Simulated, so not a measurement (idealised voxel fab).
Title: Process Module voxel gate over fins
FYI the section here is cut, 140 nm wide, cells are 5 nm squares.
Reading order for cross-sections: top band down to bottom band. Underlying form: a grid of square cells. Band size: one or more rows of cells. Top, bottom (nm), then materials left to right with widths (nm); lone material tagged "full width" fills the whole band edge to edge; "air" = empty space. For the purposes of this specification, 0 denotes the height below which the wafer in its as-received condition is composed wholly of one material, and the lowermost band, lacking a lower limit, extends downward without end, as expressed in "0..down". It should be noted that a width expressed as "30..40" varies in equal increments from row to row of cells within the band, taking the value of the first number at the top row and that of the second number at the bottom row. It should be understood that the words "identical to before", when stated for a given step, signify that the cross-section underwent no change in any of its cells during that step. This entry, "Cavities, sealed", enumerates those empty regions of no fewer than 8 cells that possess no open connection to the top. Each region is reported in the form width x height at distance, the distance being taken from the left edge, with all three quantities expressed in nm. Note: text after step settings on the step line = simulator remark on that step. Each step line may optionally specify "overlay nm", which for a step with a mask gives the rightward distance between the mask's planned place and where it lay, a negative value indicating the leftward direction.

Planned process steps
1: op RECEIVE | material Si
2: op CONFORMAL_DEP | material SiN | thk nm 5
3: op MASKED_ETCH | tone cover | mask id FINS | width nm 15 | pitch nm 45 | etch materials SiN | depth nm 5 | overlay nm 0
4: op MASKED_ETCH | tone cover | mask id FINS | width nm 15 | pitch nm 45 | etch materials Si | depth nm 40 | overlay nm 0
5: op OXIDIZE | depth nm 5
6: op FILL_DEP | material SiO2 | thk nm 5
7: op CMP | height nm 5
8: op SELECTIVE_ETCH | etch materials SiO2 | depth nm 20
9: op STRIP | etch materials SiN
10: op CONFORMAL_DEP | material HfO2 | thk nm 5
11: op CONFORMAL_DEP | material TiN | thk nm 5
12: op FILL_DEP | material W | thk nm 15
13: op CMP | height nm 20
14: op CONFORMAL_DEP | material SiN | thk nm 10

First wafer of two (run as planned)

Cross-section of the incoming wafer, state after step 1
> 0..down  Si full width
> Cavities, sealed: none

After step 2, in cross-section
> 5..0  SiN full width
> Below 0, the layers are the same as they were.

After step 3, in cross-section
> 5..0  15 nm air | 15 nm SiN | 30 nm air | 15 nm SiN | 30 nm air | 15 nm SiN | 20 nm air
> Below 0, the layers are the same as they were.

After step 4, in cross-section
> 5..0  15 nm air | 15 nm SiN | 30 nm air | 15 nm SiN | 30 nm air | 15 nm SiN | 20 nm air
> 0..-40  15 nm air | 15 nm Si | 30 nm air | 15 nm Si | 30 nm air | 15 nm Si | 20 nm air
> Below -40, the layers are the same as they were.

After step 5, in cross-section
> 5..0  15 nm air | 15 nm SiN | 30 nm air | 15 nm SiN | 30 nm air | 15 nm SiN | 20 nm air
> 0..-40  15 nm air | 5 nm SiO2 | 5 nm Si | 5 nm SiO2 | 30 nm air | 5 nm SiO2 | 5 nm Si | 5 nm SiO2 | 30 nm air | 5 nm SiO2 | 5 nm Si | 5 nm SiO2 | 20 nm air
> -40..-45  20 nm SiO2 | 5 nm Si | 40 nm SiO2 | 5 nm Si | 40 nm SiO2 | 5 nm Si | 25 nm SiO2
> Below -45, the layers are the same as they were.

After step 6, in cross-section
> 10..5  SiO2 full width
> 5..0  15 nm SiO2 | 15 nm SiN | 30 nm SiO2 | 15 nm SiN | 30 nm SiO2 | 15 nm SiN | 20 nm SiO2
> 0..-45  20 nm SiO2 | 5 nm Si | 40 nm SiO2 | 5 nm Si | 40 nm SiO2 | 5 nm Si | 25 nm SiO2
> Below -45, the layers are the same as they were.

After step 7, in cross-section
> 5..0  15 nm SiO2 | 15 nm SiN | 30 nm SiO2 | 15 nm SiN | 30 nm SiO2 | 15 nm SiN | 20 nm SiO2
> Below 0, the layers are the same as they were.

After step 8, in cross-section
> 5..0  15 nm air | 15 nm SiN | 30 nm air | 15 nm SiN | 30 nm air | 15 nm SiN | 20 nm air
> 0..-15  20 nm air | 5 nm Si | 40 nm air | 5 nm Si | 40 nm air | 5 nm Si | 25 nm air
> Below -15, the layers are the same as they were.

After step 9, in cross-section
> 0..-15  20 nm air | 5 nm Si | 40 nm air | 5 nm Si | 40 nm air | 5 nm Si | 25 nm air
> Below -15, the layers are the same as they were.

After step 10, in cross-section
> 5..0  15 nm air | 15 nm HfO2 | 30 nm air | 15 nm HfO2 | 30 nm air | 15 nm HfO2 | 20 nm air
> 0..-10  15 nm air | 5 nm HfO2 | 5 nm Si | 5 nm HfO2 | 30 nm air | 5 nm HfO2 | 5 nm Si | 5 nm HfO2 | 30 nm air | 5 nm HfO2 | 5 nm Si | 5 nm HfO2 | 20 nm air
> -10..-15  20 nm HfO2 | 5 nm Si | 40 nm HfO2 | 5 nm Si | 40 nm HfO2 | 5 nm Si | 25 nm HfO2
> Below -15, the layers are the same as they were.

After step 11, in cross-section
> 10..5  10 nm air | 25 nm TiN | 20 nm air | 25 nm TiN | 20 nm air | 25 nm TiN | 15 nm air
> 5..0  10 nm air | 5 nm TiN | 15 nm HfO2 | 5 nm TiN | 20 nm air | 5 nm TiN | 15 nm HfO2 | 5 nm TiN | 20 nm air | 5 nm TiN | 15 nm HfO2 | 5 nm TiN | 15 nm air
> 0..-5  10 nm air | 5 nm TiN | 5 nm HfO2 | 5 nm Si | 5 nm HfO2 | 5 nm TiN | 20 nm air | 5 nm TiN | 5 nm HfO2 | 5 nm Si | 5 nm HfO2 | 5 nm TiN | 20 nm air | 5 nm TiN | 5 nm HfO2 | 5 nm Si | 5 nm HfO2 | 5 nm TiN | 15 nm air
> -5..-10  15 nm TiN | 5 nm HfO2 | 5 nm Si | 5 nm HfO2 | 30 nm TiN | 5 nm HfO2 | 5 nm Si | 5 nm HfO2 | 30 nm TiN | 5 nm HfO2 | 5 nm Si | 5 nm HfO2 | 20 nm TiN
> Below -10, the layers are the same as they were.

After step 12, in cross-section
> 25..10  W full width
> 10..5  10 nm W | 25 nm TiN | 20 nm W | 25 nm TiN | 20 nm W | 25 nm TiN | 15 nm W
> 5..0  10 nm W | 5 nm TiN | 15 nm HfO2 | 5 nm TiN | 20 nm W | 5 nm TiN | 15 nm HfO2 | 5 nm TiN | 20 nm W | 5 nm TiN | 15 nm HfO2 | 5 nm TiN | 15 nm W
> 0..-5  10 nm W | 5 nm TiN | 5 nm HfO2 | 5 nm Si | 5 nm HfO2 | 5 nm TiN | 20 nm W | 5 nm TiN | 5 nm HfO2 | 5 nm Si | 5 nm HfO2 | 5 nm TiN | 20 nm W | 5 nm TiN | 5 nm HfO2 | 5 nm Si | 5 nm HfO2 | 5 nm TiN | 15 nm W
> Below -5, the layers are the same as they were.

After step 13, in cross-section
> 20..10  W full width
> Below 10, the layers are the same as they were.

After step 14, in cross-section
> 30..20  SiN full width
> Below 20, the layers are the same as they were.

Notes, second wafer: start = first wafer's, plan = first wafer's, execution had one mistake; history identical to first through step 7

Second wafer cross-section, taken as of the time the plan sets for step 8 to be done
> 5..0  15 nm air | 15 nm SiN | 30 nm air | 15 nm SiN | 30 nm air | 15 nm SiN | 20 nm air
> 0..-5  20 nm air | 5 nm Si | 40 nm air | 5 nm Si | 40 nm air | 5 nm Si | 25 nm air
> Below -5, the layers are the same as they were.

Second wafer cross-section, taken as of the time the plan sets for step 9 to be done
> 0..-5  20 nm air | 5 nm Si | 40 nm air | 5 nm Si | 40 nm air | 5 nm Si | 25 nm air
> Below -5, the layers are the same as they were.

Second wafer cross-section, taken as of the time the plan sets for step 10 to be done
> 5..0  15 nm air | 15 nm HfO2 | 30 nm air | 15 nm HfO2 | 30 nm air | 15 nm HfO2 | 20 nm air
> 0..-5  20 nm HfO2 | 5 nm Si | 40 nm HfO2 | 5 nm Si | 40 nm HfO2 | 5 nm Si | 25 nm HfO2
> Below -5, the layers are the same as they were.

Second wafer cross-section, taken as of the time the plan sets for step 11 to be done
> 10..5  10 nm air | 25 nm TiN | 20 nm air | 25 nm TiN | 20 nm air | 25 nm TiN | 15 nm air
> 5..0  15 nm TiN | 15 nm HfO2 | 30 nm TiN | 15 nm HfO2 | 30 nm TiN | 15 nm HfO2 | 20 nm TiN
> Below 0, the layers are the same as they were.

Second wafer cross-section, taken as of the time the plan sets for step 12 to be done
> 25..10  W full width
> 10..5  10 nm W | 25 nm TiN | 20 nm W | 25 nm TiN | 20 nm W | 25 nm TiN | 15 nm W
> Below 5, the layers are the same as they were.

Second wafer cross-section, taken as of the time the plan sets for step 13 to be done
> 20..10  W full width
> Below 10, the layers are the same as they were.

Second wafer cross-section, taken as of the time the plan sets for step 14 to be done
> 30..20  SiN full width
> Below 20, the layers are the same as they were.
Diagnosis: step 8 was run on a setting that differed from the plan, and what really ran there is op SELECTIVE_ETCH | etch materials SiO2 | depth nm 10
at the end the second wafer has, in cells: 12 fewer of HfO2 | 50 more of SiO2 | 12 fewer of TiN | 26 fewer of W
